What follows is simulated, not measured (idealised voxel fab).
Title: Process Module voxel capacitor over wiring
Cross-section cut spans 180 nm and uses square cells 5 nm in size.
Notation: cross-section as square-cell grid; stated in bands, top first, going down; one or more cell rows per band.
In this notation a band is specified by the heights of its top and bottom, in that order and in nm, after which its materials appear from left to right, each paired with its width in nm. The word "all across" attached to a single material means that material fills the band from edge to edge; the word "blank" stands for empty space.
Measure heights from 0. That's the level where, below it, the as-received wafer is all one material. The lowest band is bottomless and extends downward; write it as in "0 and below".
Per-row width for "30 to 40": begins at first number (top row of band), ends at second number (bottom row), increment between rows held constant.
Where a step carries "no modifications", the cross-section came out of it unchanged, cell for cell.
Under "Non-vented voids" you'll find the enclosed gaps, the ones with no way out to the top, that are 8 cells or bigger; each reads width x height at distance, with distance counted from the left edge, everything in nm.
Whatever follows a step's settings on its line is a remark the simulator itself makes about that step.
For masked steps, "overlay nm" on the step line gives how far right of plan the mask actually lay; a minus sign means it lay to the left.

Steps planned for the process
| 1 | op RECEIVE | material Si |
| 2 | op CONFORMAL_DEP | material SiO2 | thk nm 10 |
| 3 | op CONFORMAL_DEP | material SiCN | thk nm 5 |
| 4 | op DIRECTIONAL_DEP | material lowk | thk nm 20 |
| 5 | op MASKED_ETCH | tone open | mask id METAL_1 | width nm 25 | pitch nm 95 | etch materials lowk | depth nm 20 | overlay nm 0 |
| 6 | op MASKED_ETCH | tone open | mask id METAL_1 | width nm 25 | pitch nm 95 | etch materials SiCN | depth nm 5 | overlay nm 0 |
| 7 | op CONFORMAL_DEP | material TiN | thk nm 5 |
| 8 | op FILL_DEP | material Cu | thk nm 5 |
| 9 | op CMP | height nm 35 |
| 10 | op CONFORMAL_DEP | material SiCN | thk nm 5 |
| 11 | op DIRECTIONAL_DEP | material SiO2 | thk nm 20 |
| 12 | op MASKED_ETCH | tone open | mask id PLUG_1 | width nm 15 | etch materials SiO2 | depth nm 20 | overlay nm 0 |
| 13 | op MASKED_ETCH | tone open | mask id PLUG_1 | width nm 15 | etch materials SiCN | depth nm 5 | overlay nm 0 |
| 14 | op CONFORMAL_DEP | material TiN | thk nm 5 |
| 15 | op FILL_DEP | material W | thk nm 10 |
| 16 | op CMP | height nm 60 |
| 17 | op DIRECTIONAL_DEP | material TiN | thk nm 10 |
| 18 | op DIRECTIONAL_DEP | material SiN | thk nm 5 |
| 19 | op DIRECTIONAL_DEP | material TiN | thk nm 5 |
| 20 | op DIRECTIONAL_DEP | material aC | thk nm 15 |
| 21 | op PATTERN | tone cover | mask id UPPER_PLATE | material resist | width nm 75 | thk nm 30 | overlay nm 0 |
| 22 | op DIRECTIONAL_ETCH | etch materials aC | depth nm 15 |
| 23 | op STRIP | etch materials resist |
| 24 | op DIRECTIONAL_ETCH | etch materials TiN | depth nm 5 |
| 25 | op DIRECTIONAL_ETCH | etch materials SiN | depth nm 5 |
| 26 | op STRIP | etch materials aC |
| 27 | op PATTERN | tone cover | mask id LOWER_PLATE | material resist | width nm 85 | thk nm 15 | overlay nm 0 |
| 28 | op DIRECTIONAL_ETCH | etch materials TiN | depth nm 10 |
| 29 | op STRIP | etch materials resist |
| 30 | op FILL_DEP | material SiO2 | thk nm 15 |
| 31 | op CMP | height nm 90 |
| 32 | op DIRECTIONAL_DEP | material aC | thk nm 15 |
| 33 | op PATTERN | tone open | mask id PLUG_2 | material resist | width nm 15 | thk nm 35 | overlay nm 0 |
| 34 | op DIRECTIONAL_ETCH | etch materials aC | depth nm 15 |
| 35 | op STRIP | etch materials resist |
| 36 | op DIRECTIONAL_ETCH | etch materials SiO2 | depth nm 10 |
| 37 | op STRIP | etch materials aC |
| 38 | op CONFORMAL_DEP | material TiN | thk nm 5 |
| 39 | op FILL_DEP | material W | thk nm 10 |
| 40 | op CMP | height nm 90 |
| 41 | op CONFORMAL_DEP | material SiCN | thk nm 5 |

First of two wafers, processed according to plan

Incoming wafer in cross-section (state: after step 1)
    0 and below  Si all across
    Non-vented voids: none

Upon completion of step 2, the wafer appears in cross-section as shown
    10 down to 0  SiO2 all across
    For the remainder of the cross-section, below 0, there is no change.

Upon completion of step 3, the wafer appears in cross-section as shown
    15 down to 10  SiCN all across
    For the remainder of the cross-section, below 10, there is no change.

Upon completion of step 4, the wafer appears in cross-section as shown
    35 down to 15  lowk all across
    For the remainder of the cross-section, below 15, there is no change.

Upon completion of step 5, the wafer appears in cross-section as shown
    35 down to 15  30 nm lowk, 25 nm blank, 70 nm lowk, 25 nm blank, 30 nm lowk
    For the remainder of the cross-section, below 15, there is no change.

Upon completion of step 6, the wafer appears in cross-section as shown
    35 down to 15  30 nm lowk, 25 nm blank, 70 nm lowk, 25 nm blank, 30 nm lowk
    15 down to 10  30 nm SiCN, 25 nm blank, 70 nm SiCN, 25 nm blank, 30 nm SiCN
    For the remainder of the cross-section, below 10, there is no change.

Upon completion of step 7, the wafer appears in cross-section as shown
    40 down to 35  35 nm TiN, 15 nm blank, 80 nm TiN, 15 nm blank, 35 nm TiN
    35 down to 15  30 nm lowk, 5 nm TiN, 15 nm blank, 5 nm TiN, 70 nm lowk, 5 nm TiN, 15 nm blank, 5 nm TiN, 30 nm lowk
    15 down to 10  30 nm SiCN, 25 nm TiN, 70 nm SiCN, 25 nm TiN, 30 nm SiCN
    For the remainder of the cross-section, below 10, there is no change.

Upon completion of step 8, the wafer appears in cross-section as shown
    45 down to 40  Cu all across
    40 down to 35  35 nm TiN, 15 nm Cu, 80 nm TiN, 15 nm Cu, 35 nm TiN
    35 down to 15  30 nm lowk, 5 nm TiN, 15 nm Cu, 5 nm TiN, 70 nm lowk, 5 nm TiN, 15 nm Cu, 5 nm TiN, 30 nm lowk
    For the remainder of the cross-section, below 15, there is no change.

Upon completion of step 9, the wafer appears in cross-section as shown
    35 down to 15  30 nm lowk, 5 nm TiN, 15 nm Cu, 5 nm TiN, 70 nm lowk, 5 nm TiN, 15 nm Cu, 5 nm TiN, 30 nm lowk
    For the remainder of the cross-section, below 15, there is no change.

Upon completion of step 10, the wafer appears in cross-section as shown
    40 down to 35  SiCN all across
    For the remainder of the cross-section, below 35, there is no change.

Upon completion of step 11, the wafer appears in cross-section as shown
    60 down to 40  SiO2 all across
    For the remainder of the cross-section, below 40, there is no change.

Upon completion of step 12, the wafer appears in cross-section as shown
    60 down to 40  40 nm SiO2, 15 nm blank, 125 nm SiO2
    For the remainder of the cross-section, below 40, there is no change.

Upon completion of step 13, the wafer appears in cross-section as shown
    60 down to 40  40 nm SiO2, 15 nm blank, 125 nm SiO2
    40 down to 35  40 nm SiCN, 15 nm blank, 125 nm SiCN
    For the remainder of the cross-section, below 35, there is no change.

Upon completion of step 14, the wafer appears in cross-section as shown
    65 down to 60  45 nm TiN, 5 nm blank, 130 nm TiN
    60 down to 40  40 nm SiO2, 5 nm TiN, 5 nm blank, 5 nm TiN, 125 nm SiO2
    40 down to 35  40 nm SiCN, 15 nm TiN, 125 nm SiCN
    For the remainder of the cross-section, below 35, there is no change.

Upon completion of step 15, the wafer appears in cross-section as shown
    75 down to 65  W all across
    65 down to 60  45 nm TiN, 5 nm W, 130 nm TiN
    60 down to 40  40 nm SiO2, 5 nm TiN, 5 nm W, 5 nm TiN, 125 nm SiO2
    For the remainder of the cross-section, below 40, there is no change.

Upon completion of step 16, the wafer appears in cross-section as shown
    60 down to 40  40 nm SiO2, 5 nm TiN, 5 nm W, 5 nm TiN, 125 nm SiO2
    For the remainder of the cross-section, below 40, there is no change.

Upon completion of step 17, the wafer appears in cross-section as shown
    70 down to 60  TiN all across
    For the remainder of the cross-section, below 60, there is no change.

Upon completion of step 18, the wafer appears in cross-section as shown
    75 down to 70  SiN all across
    For the remainder of the cross-section, below 70, there is no change.

Upon completion of step 19, the wafer appears in cross-section as shown
    80 down to 75  TiN all across
    For the remainder of the cross-section, below 75, there is no change.

Upon completion of step 20, the wafer appears in cross-section as shown
    95 down to 80  aC all across
    For the remainder of the cross-section, below 80, there is no change.

Upon completion of step 21, the wafer appears in cross-section as shown
    125 down to 95  40 nm blank, 75 nm resist, 65 nm blank
    For the remainder of the cross-section, below 95, there is no change.

Upon completion of step 22, the wafer appears in cross-section as shown
    110 down to 95  40 nm blank, 75 nm resist, 65 nm blank
    95 down to 80  40 nm blank, 75 nm aC, 65 nm blank
    For the remainder of the cross-section, below 80, there is no change.

Upon completion of step 23, the wafer appears in cross-section as shown
    95 down to 80  40 nm blank, 75 nm aC, 65 nm blank
    For the remainder of the cross-section, below 80, there is no change.

Upon completion of step 24, the wafer appears in cross-section as shown
    95 down to 80  40 nm blank, 75 nm aC, 65 nm blank
    80 down to 75  40 nm blank, 75 nm TiN, 65 nm blank
    For the remainder of the cross-section, below 75, there is no change.

Upon completion of step 25, the wafer appears in cross-section as shown
    95 down to 80  40 nm blank, 75 nm aC, 65 nm blank
    80 down to 75  40 nm blank, 75 nm TiN, 65 nm blank
    75 down to 70  40 nm blank, 75 nm SiN, 65 nm blank
    For the remainder of the cross-section, below 70, there is no change.

Upon completion of step 26, the wafer appears in cross-section as shown
    80 down to 75  40 nm blank, 75 nm TiN, 65 nm blank
    For the remainder of the cross-section, below 75, there is no change.

Upon completion of step 27, the wafer appears in cross-section as shown
    95 down to 80  35 nm blank, 85 nm resist, 60 nm blank
    80 down to 75  35 nm blank, 5 nm resist, 75 nm TiN, 5 nm resist, 60 nm blank
    75 down to 70  35 nm blank, 5 nm resist, 75 nm SiN, 5 nm resist, 60 nm blank
    For the remainder of the cross-section, below 70, there is no change.

Upon completion of step 28, the wafer appears in cross-section as shown
    95 down to 80  35 nm blank, 85 nm resist, 60 nm blank
    80 down to 75  35 nm blank, 5 nm resist, 75 nm TiN, 5 nm resist, 60 nm blank
    75 down to 70  35 nm blank, 5 nm resist, 75 nm SiN, 5 nm resist, 60 nm blank
    70 down to 60  35 nm blank, 85 nm TiN, 60 nm blank
    For the remainder of the cross-section, below 60, there is no change.

Upon completion of step 29, the wafer appears in cross-section as shown
    80 down to 75  40 nm blank, 75 nm TiN, 65 nm blank
    75 down to 70  40 nm blank, 75 nm SiN, 65 nm blank
    For the remainder of the cross-section, below 70, there is no change.

Upon completion of step 30, the wafer appears in cross-section as shown
    95 down to 80  SiO2 all across
    80 down to 75  40 nm SiO2, 75 nm TiN, 65 nm SiO2
    75 down to 70  40 nm SiO2, 75 nm SiN, 65 nm SiO2
    70 down to 60  35 nm SiO2, 85 nm TiN, 60 nm SiO2
    For the remainder of the cross-section, below 60, there is no change.

Upon completion of step 31, the wafer appears in cross-section as shown
    90 down to 80  SiO2 all across
    For the remainder of the cross-section, below 80, there is no change.

Upon completion of step 32, the wafer appears in cross-section as shown
    105 down to 90  aC all across
    For the remainder of the cross-section, below 90, there is no change.

Upon completion of step 33, the wafer appears in cross-section as shown
    140 down to 105  50 nm resist, 15 nm blank, 115 nm resist
    For the remainder of the cross-section, below 105, there is no change.

Upon completion of step 34, the wafer appears in cross-section as shown
    125 down to 105  50 nm resist, 15 nm blank, 115 nm resist
    105 down to 90  50 nm aC, 15 nm blank, 115 nm aC
    For the remainder of the cross-section, below 90, there is no change.

Upon completion of step 35, the wafer appears in cross-section as shown
    105 down to 90  50 nm aC, 15 nm blank, 115 nm aC
    For the remainder of the cross-section, below 90, there is no change.

Upon completion of step 36, the wafer appears in cross-section as shown
    105 down to 90  50 nm aC, 15 nm blank, 115 nm aC
    90 down to 80  50 nm SiO2, 15 nm blank, 115 nm SiO2
    For the remainder of the cross-section, below 80, there is no change.

Upon completion of step 37, the wafer appears in cross-section as shown
    90 down to 80  50 nm SiO2, 15 nm blank, 115 nm SiO2
    For the remainder of the cross-section, below 80, there is no change.

Upon completion of step 38, the wafer appears in cross-section as shown
    95 down to 90  55 nm TiN, 5 nm blank, 120 nm TiN
    90 down to 85  50 nm SiO2, 5 nm TiN, 5 nm blank, 5 nm TiN, 115 nm SiO2
    85 down to 75  50 to 40 nm SiO2, 15 to 75 nm TiN, 115 to 65 nm SiO2
    For the remainder of the cross-section, below 75, there is no change.

Upon completion of step 39, the wafer appears in cross-section as shown
    105 down to 95  W all across
    95 down to 90  55 nm TiN, 5 nm W, 120 nm TiN
    90 down to 85  50 nm SiO2, 5 nm TiN, 5 nm W, 5 nm TiN, 115 nm SiO2
    For the remainder of the cross-section, below 85, there is no change.

Upon completion of step 40, the wafer appears in cross-section as shown
    90 down to 85  50 nm SiO2, 5 nm TiN, 5 nm W, 5 nm TiN, 115 nm SiO2
    For the remainder of the cross-section, below 85, there is no change.

Upon completion of step 41, the wafer appears in cross-section as shown
    95 down to 90  SiCN all across
    For the remainder of the cross-section, below 90, there is no change.

The second wafer: identical to the first at the outset and in its planned sequence, differing only in that one mistake was made during processing; up to and including step 5, its path is the first wafer's path

Second wafer, sectioned view, at step 6's planned end time
    35 down to 15  30 nm lowk, 25 nm blank, 70 nm lowk, 25 nm blank, 30 nm lowk
    15 down to 10  35 nm SiCN, 15 nm blank, 80 nm SiCN, 15 nm blank, 35 nm SiCN
    For the remainder of the cross-section, below 10, there is no change.

Second wafer, sectioned view, at step 7's planned end time
    40 down to 35  35 nm TiN, 15 nm blank, 80 nm TiN, 15 nm blank, 35 nm TiN
    35 down to 20  30 nm lowk, 5 nm TiN, 15 nm blank, 5 nm TiN, 70 nm lowk, 5 nm TiN, 15 nm blank, 5 nm TiN, 30 nm lowk
    20 down to 15  30 nm lowk, 10 nm TiN, 5 nm blank, 10 nm TiN, 70 nm lowk, 10 nm TiN, 5 nm blank, 10 nm TiN, 30 nm lowk
    15 down to 10  35 nm SiCN, 15 nm TiN, 80 nm SiCN, 15 nm TiN, 35 nm SiCN
    For the remainder of the cross-section, below 10, there is no change.

Second wafer, sectioned view, at step 8's planned end time
    45 down to 40  Cu all across
    40 down to 35  35 nm TiN, 15 nm Cu, 80 nm TiN, 15 nm Cu, 35 nm TiN
    35 down to 20  30 nm lowk, 5 nm TiN, 15 nm Cu, 5 nm TiN, 70 nm lowk, 5 nm TiN, 15 nm Cu, 5 nm TiN, 30 nm lowk
    20 down to 15  30 nm lowk, 10 nm TiN, 5 nm Cu, 10 nm TiN, 70 nm lowk, 10 nm TiN, 5 nm Cu, 10 nm TiN, 30 nm lowk
    For the remainder of the cross-section, below 15, there is no change.

Second wafer, sectioned view, at step 9's planned end time
    35 down to 20  30 nm lowk, 5 nm TiN, 15 nm Cu, 5 nm TiN, 70 nm lowk, 5 nm TiN, 15 nm Cu, 5 nm TiN, 30 nm lowk
    For the remainder of the cross-section, below 20, there is no change.

Second wafer, sectioned view, at step 10's planned end time
    40 down to 35  SiCN all across
    For the remainder of the cross-section, below 35, there is no change.

Second wafer, sectioned view, at step 11's planned end time
    60 down to 40  SiO2 all across
    For the remainder of the cross-section, below 40, there is no change.

Second wafer, sectioned view, at step 12's planned end time
    60 down to 40  40 nm SiO2, 15 nm blank, 125 nm SiO2
    For the remainder of the cross-section, below 40, there is no change.

Second wafer, sectioned view, at step 13's planned end time
    60 down to 40  40 nm SiO2, 15 nm blank, 125 nm SiO2
    40 down to 35  40 nm SiCN, 15 nm blank, 125 nm SiCN
    For the remainder of the cross-section, below 35, there is no change.

Second wafer, sectioned view, at step 14's planned end time
    65 down to 60  45 nm TiN, 5 nm blank, 130 nm TiN
    60 down to 40  40 nm SiO2, 5 nm TiN, 5 nm blank, 5 nm TiN, 125 nm SiO2
    40 down to 35  40 nm SiCN, 15 nm TiN, 125 nm SiCN
    For the remainder of the cross-section, below 35, there is no change.

Second wafer, sectioned view, at step 15's planned end time
    75 down to 65  W all across
    65 down to 60  45 nm TiN, 5 nm W, 130 nm TiN
    60 down to 40  40 nm SiO2, 5 nm TiN, 5 nm W, 5 nm TiN, 125 nm SiO2
    For the remainder of the cross-section, below 40, there is no change.

Second wafer, sectioned view, at step 16's planned end time
    60 down to 40  40 nm SiO2, 5 nm TiN, 5 nm W, 5 nm TiN, 125 nm SiO2
    For the remainder of the cross-section, below 40, there is no change.

Second wafer, sectioned view, at step 17's planned end time
    70 down to 60  TiN all across
    For the remainder of the cross-section, below 60, there is no change.

Second wafer, sectioned view, at step 18's planned end time
    75 down to 70  SiN all across
    For the remainder of the cross-section, below 70, there is no change.

Second wafer, sectioned view, at step 19's planned end time
    80 down to 75  TiN all across
    For the remainder of the cross-section, below 75, there is no change.

Second wafer, sectioned view, at step 20's planned end time
    95 down to 80  aC all across
    For the remainder of the cross-section, below 80, there is no change.

Second wafer, sectioned view, at step 21's planned end time
    125 down to 95  40 nm blank, 75 nm resist, 65 nm blank
    For the remainder of the cross-section, below 95, there is no change.

Second wafer, sectioned view, at step 22's planned end time
    110 down to 95  40 nm blank, 75 nm resist, 65 nm blank
    95 down to 80  40 nm blank, 75 nm aC, 65 nm blank
    For the remainder of the cross-section, below 80, there is no change.

Second wafer, sectioned view, at step 23's planned end time
    95 down to 80  40 nm blank, 75 nm aC, 65 nm blank
    For the remainder of the cross-section, below 80, there is no change.

Second wafer, sectioned view, at step 24's planned end time
    95 down to 80  40 nm blank, 75 nm aC, 65 nm blank
    80 down to 75  40 nm blank, 75 nm TiN, 65 nm blank
    For the remainder of the cross-section, below 75, there is no change.

Second wafer, sectioned view, at step 25's planned end time
    95 down to 80  40 nm blank, 75 nm aC, 65 nm blank
    80 down to 75  40 nm blank, 75 nm TiN, 65 nm blank
    75 down to 70  40 nm blank, 75 nm SiN, 65 nm blank
    For the remainder of the cross-section, below 70, there is no change.

Second wafer, sectioned view, at step 26's planned end time
    80 down to 75  40 nm blank, 75 nm TiN, 65 nm blank
    For the remainder of the cross-section, below 75, there is no change.

Second wafer, sectioned view, at step 27's planned end time
    95 down to 80  35 nm blank, 85 nm resist, 60 nm blank
    80 down to 75  35 nm blank, 5 nm resist, 75 nm TiN, 5 nm resist, 60 nm blank
    75 down to 70  35 nm blank, 5 nm resist, 75 nm SiN, 5 nm resist, 60 nm blank
    For the remainder of the cross-section, below 70, there is no change.

Second wafer, sectioned view, at step 28's planned end time
    95 down to 80  35 nm blank, 85 nm resist, 60 nm blank
    80 down to 75  35 nm blank, 5 nm resist, 75 nm TiN, 5 nm resist, 60 nm blank
    75 down to 70  35 nm blank, 5 nm resist, 75 nm SiN, 5 nm resist, 60 nm blank
    70 down to 60  35 nm blank, 85 nm TiN, 60 nm blank
    For the remainder of the cross-section, below 60, there is no change.

Second wafer, sectioned view, at step 29's planned end time
    80 down to 75  40 nm blank, 75 nm TiN, 65 nm blank
    75 down to 70  40 nm blank, 75 nm SiN, 65 nm blank
    For the remainder of the cross-section, below 70, there is no change.

Second wafer, sectioned view, at step 30's planned end time
    95 down to 80  SiO2 all across
    80 down to 75  40 nm SiO2, 75 nm TiN, 65 nm SiO2
    75 down to 70  40 nm SiO2, 75 nm SiN, 65 nm SiO2
    70 down to 60  35 nm SiO2, 85 nm TiN, 60 nm SiO2
    For the remainder of the cross-section, below 60, there is no change.

Second wafer, sectioned view, at step 31's planned end time
    90 down to 80  SiO2 all across
    For the remainder of the cross-section, below 80, there is no change.

Second wafer, sectioned view, at step 32's planned end time
    105 down to 90  aC all across
    For the remainder of the cross-section, below 90, there is no change.

Second wafer, sectioned view, at step 33's planned end time
    140 down to 105  50 nm resist, 15 nm blank, 115 nm resist
    For the remainder of the cross-section, below 105, there is no change.

Second wafer, sectioned view, at step 34's planned end time
    125 down to 105  50 nm resist, 15 nm blank, 115 nm resist
    105 down to 90  50 nm aC, 15 nm blank, 115 nm aC
    For the remainder of the cross-section, below 90, there is no change.

Second wafer, sectioned view, at step 35's planned end time
    105 down to 90  50 nm aC, 15 nm blank, 115 nm aC
    For the remainder of the cross-section, below 90, there is no change.

Second wafer, sectioned view, at step 36's planned end time
    105 down to 90  50 nm aC, 15 nm blank, 115 nm aC
    90 down to 80  50 nm SiO2, 15 nm blank, 115 nm SiO2
    For the remainder of the cross-section, below 80, there is no change.

Second wafer, sectioned view, at step 37's planned end time
    90 down to 80  50 nm SiO2, 15 nm blank, 115 nm SiO2
    For the remainder of the cross-section, below 80, there is no change.

Second wafer, sectioned view, at step 38's planned end time
    95 down to 90  55 nm TiN, 5 nm blank, 120 nm TiN
    90 down to 85  50 nm SiO2, 5 nm TiN, 5 nm blank, 5 nm TiN, 115 nm SiO2
    85 down to 75  50 to 40 nm SiO2, 15 to 75 nm TiN, 115 to 65 nm SiO2
    For the remainder of the cross-section, below 75, there is no change.

Second wafer, sectioned view, at step 39's planned end time
    105 down to 95  W all across
    95 down to 90  55 nm TiN, 5 nm W, 120 nm TiN
    90 down to 85  50 nm SiO2, 5 nm TiN, 5 nm W, 5 nm TiN, 115 nm SiO2
    For the remainder of the cross-section, below 85, there is no change.

Second wafer, sectioned view, at step 40's planned end time
    90 down to 85  50 nm SiO2, 5 nm TiN, 5 nm W, 5 nm TiN, 115 nm SiO2
    For the remainder of the cross-section, below 85, there is no change.

Second wafer, sectioned view, at step 41's planned end time
    95 down to 90  SiCN all across
    For the remainder of the cross-section, below 90, there is no change.
The plan and the run diverged here: step 6 deviated from plan and actually ran as op MASKED_ETCH | tone open | mask id METAL_1 | width nm 15 | pitch nm 95 | etch materials SiCN | depth nm 5 | overlay nm 0
Materials where the second wafer ends with more or fewer cells than the first: Cu -4, SiCN +4
